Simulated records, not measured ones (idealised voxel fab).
process module | voxel tone inversion
cross-section cut | 240 nm wide | cells 5 nm
A cross-section is a grid of square cells, given in bands from the top down. A band is one or more rows of cells.
Each band's line starts with the height of the band's top and of its bottom, in nm. Then come its materials from left to right, each with its width in nm. One material with "throughout" fills the band from edge to edge. "air" is empty space.
Height 0 is the level under which the wafer as received is all one material. The lowest band goes on downwards, as in "0 down".
A width such as "30 to 40" changes by the same amount from each row of cells to the next, from the band's top row to its bottom row.
"no change" after a step means that no cell of the cross-section changed.
closed voids: empty space of 8 cells or more with no open way to the top, each as width x height at its distance from the left edge, in nm
after a step's settings: what the simulator itself notes on the step
overlay nm, on a step with a mask: how far to the right of its planned place the mask lay; to the left if negative
plan
1 op RECEIVE | material Si
2 op CONFORMAL_DEP | material SiCN | thk nm 10
3 op DIRECTIONAL_DEP | material aC | thk nm 20
4 op PATTERN | tone cover | mask id POSTS | material resist | width nm 20 | pitch nm 45 | thk nm 25 | overlay nm 0
5 op DIRECTIONAL_ETCH | etch materials aC | depth nm 20
6 op STRIP | etch materials resist
7 op FILL_DEP | material SiO2 | thk nm 10
8 op CMP | height nm 30
9 op STRIP | etch materials aC
10 op CONFORMAL_DEP | material TiN | thk nm 5
11 op FILL_DEP | material Cu | thk nm 10
12 op CMP | height nm 30
13 op CONFORMAL_DEP | material SiCN | thk nm 5
as received, after step 1
  0 down: Si throughout
  closed voids: none
a wafer at the end: this start, this plan, one mistake
  35 to 20: SiCN throughout
  20 to 0: aC throughout
  0 down: Si throughout
  closed voids: none
what went wrong: steps 2 and 3 were swapped
